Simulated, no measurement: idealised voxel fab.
process module | voxel spacer lines
Shown is cross-section cut, with a width of 220 nm and square cells of size 5 nm.
Cross-section format: a grid of square cells, given as bands from top to bottom; each band is one or more rows of cells. For a band, the entry starts with two heights in nm, that of the top and then that of the bottom, and carries on with the band's materials in order from left to right, each alongside its width in nm; the word "edge to edge" beside a single material means it fills the band edge to edge, and "air" means empty space. The level at which height equals 0 is the one under which the wafer, as it arrives, is entirely one material. No lower edge exists for the bottom band, which continues downward and is notated as in "0 and below". Width: "30 to 40" (first number = top row, second number = bottom row, same change from row to row of cells). The designation "nothing changed", where it is given for a processing step, indicates that no cell of the cross-section was altered in the course of that step. The label "Sealed void inventory" introduces a list of the empty spaces, 8 cells or larger, that have no open way up to the top; each entry in it reads width x height at distance, where the distance is taken from the left edge and all three are stated in nm. Formally, on a step line, whatever follows the settings is a remark that the simulator itself makes on the step. A step's line can hold "overlay nm"; with a mask on that step, the setting says how far right of the planned place the mask lay, while a negative setting says it lay to the left.

-- These are the steps we planned for the process
- 1: RECEIVE (material Si)
- 2: CONFORMAL_DEP (material Al2O3; thk nm 10)
- 3: DIRECTIONAL_DEP (material TiN; thk nm 10)
- 4: DIRECTIONAL_DEP (material aC; thk nm 20)
- 5: PATTERN (tone cover; mask id MANDREL; material resist; width nm 20; pitch nm 60; thk nm 30; overlay nm 0)
- 6: DIRECTIONAL_ETCH (etch materials aC; depth nm 20)
- 7: STRIP (etch materials resist)
- 8: CONFORMAL_DEP (material SiN; thk nm 10)
- 9: DIRECTIONAL_ETCH (etch materials SiN; depth nm 10)
- 10: STRIP (etch materials aC)
- 11: DIRECTIONAL_ETCH (etch materials TiN; depth nm 10)
- 12: STRIP (etch materials SiN)

-- Account of the first of two wafers, which was processed as intended

-- As-received state of the wafer in cross-section, equivalent to post-step 1
	0 and below: Si edge to edge
	Sealed void inventory: none

-- Cross-section of the wafer subsequent to step 2
	10 down to 0: Al2O3 edge to edge
	Under 0: no change, same as before.

-- Cross-section of the wafer subsequent to step 3
	20 down to 10: TiN edge to edge
	Under 10: no change, same as before.

-- Cross-section of the wafer subsequent to step 4
	40 down to 20: aC edge to edge
	Under 20: no change, same as before.

-- Cross-section of the wafer subsequent to step 5
	70 down to 40: 40 air / 20 resist / 40 air / 20 resist / 40 air / 20 resist / 40 air
	Under 40: no change, same as before.

-- Cross-section of the wafer subsequent to step 6
	50 down to 40: 40 air / 20 resist / 40 air / 20 resist / 40 air / 20 resist / 40 air
	40 down to 20: 40 air / 20 aC / 40 air / 20 aC / 40 air / 20 aC / 40 air
	Under 20: no change, same as before.

-- Cross-section of the wafer subsequent to step 7
	40 down to 20: 40 air / 20 aC / 40 air / 20 aC / 40 air / 20 aC / 40 air
	Under 20: no change, same as before.

-- Cross-section of the wafer subsequent to step 8
	50 down to 40: 30 air / 40 SiN / 20 air / 40 SiN / 20 air / 40 SiN / 30 air
	40 down to 30: 30 air / 10 SiN / 20 aC / 10 SiN / 20 air / 10 SiN / 20 aC / 10 SiN / 20 air / 10 SiN / 20 aC / 10 SiN / 30 air
	30 down to 20: 40 SiN / 20 aC / 40 SiN / 20 aC / 40 SiN / 20 aC / 40 SiN
	Under 20: no change, same as before.

-- Cross-section of the wafer subsequent to step 9
	40 down to 20: 30 air / 10 SiN / 20 aC / 10 SiN / 20 air / 10 SiN / 20 aC / 10 SiN / 20 air / 10 SiN / 20 aC / 10 SiN / 30 air
	Under 20: no change, same as before.

-- Cross-section of the wafer subsequent to step 10
	40 down to 20: 30 air / 10 SiN / 20 air / 10 SiN / 20 air / 10 SiN / 20 air / 10 SiN / 20 air / 10 SiN / 20 air / 10 SiN / 30 air
	Under 20: no change, same as before.

-- Cross-section of the wafer subsequent to step 11
	40 down to 20: 30 air / 10 SiN / 20 air / 10 SiN / 20 air / 10 SiN / 20 air / 10 SiN / 20 air / 10 SiN / 20 air / 10 SiN / 30 air
	20 down to 10: 30 air / 10 TiN / 20 air / 10 TiN / 20 air / 10 TiN / 20 air / 10 TiN / 20 air / 10 TiN / 20 air / 10 TiN / 30 air
	Under 10: no change, same as before.

-- Cross-section of the wafer subsequent to step 12
	20 down to 10: 30 air / 10 TiN / 20 air / 10 TiN / 20 air / 10 TiN / 20 air / 10 TiN / 20 air / 10 TiN / 20 air / 10 TiN / 30 air
	Under 10: no change, same as before.

-- The second wafer: identical to the first at the outset and in its planned sequence, differing only in that one mistake was made during processing; up to and including step 4, its path is the first wafer's path

-- Cross-sectional representation of the second wafer at the time designated in the plan for the completion of step 5
	70 down to 40: 40 resist / 20 air / 40 resist / 20 air / 40 resist / 20 air / 40 resist
	Under 40: no change, same as before.

-- Cross-sectional representation of the second wafer at the time designated in the plan for the completion of step 6
	50 down to 40: 40 resist / 20 air / 40 resist / 20 air / 40 resist / 20 air / 40 resist
	40 down to 20: 40 aC / 20 air / 40 aC / 20 air / 40 aC / 20 air / 40 aC
	Under 20: no change, same as before.

-- Cross-sectional representation of the second wafer at the time designated in the plan for the completion of step 7
	40 down to 20: 40 aC / 20 air / 40 aC / 20 air / 40 aC / 20 air / 40 aC
	Under 20: no change, same as before.

-- Cross-sectional representation of the second wafer at the time designated in the plan for the completion of step 8
	50 down to 40: SiN edge to edge
	40 down to 20: 40 aC / 20 SiN / 40 aC / 20 SiN / 40 aC / 20 SiN / 40 aC
	Under 20: no change, same as before.

-- Cross-sectional representation of the second wafer at the time designated in the plan for the completion of step 9
	40 down to 20: 40 aC / 20 SiN / 40 aC / 20 SiN / 40 aC / 20 SiN / 40 aC
	Under 20: no change, same as before.

-- Cross-sectional representation of the second wafer at the time designated in the plan for the completion of step 10
	40 down to 20: 40 air / 20 SiN / 40 air / 20 SiN / 40 air / 20 SiN / 40 air
	Under 20: no change, same as before.

-- Cross-sectional representation of the second wafer at the time designated in the plan for the completion of step 11
	40 down to 20: 40 air / 20 SiN / 40 air / 20 SiN / 40 air / 20 SiN / 40 air
	20 down to 10: 40 air / 20 TiN / 40 air / 20 TiN / 40 air / 20 TiN / 40 air
	Under 10: no change, same as before.

-- Cross-sectional representation of the second wafer at the time designated in the plan for the completion of step 12
	20 down to 10: 40 air / 20 TiN / 40 air / 20 TiN / 40 air / 20 TiN / 40 air
	Under 10: no change, same as before.
Which mistake was made when the wafer was run? the process deviated at step 5: the operation and settings actually run there were PATTERN (tone open; mask id MANDREL; material resist; width nm 20; pitch nm 60; thk nm 30; overlay nm 0)
At the close, every material occupies the same number of cells on the second wafer as on the first, only in different positions.
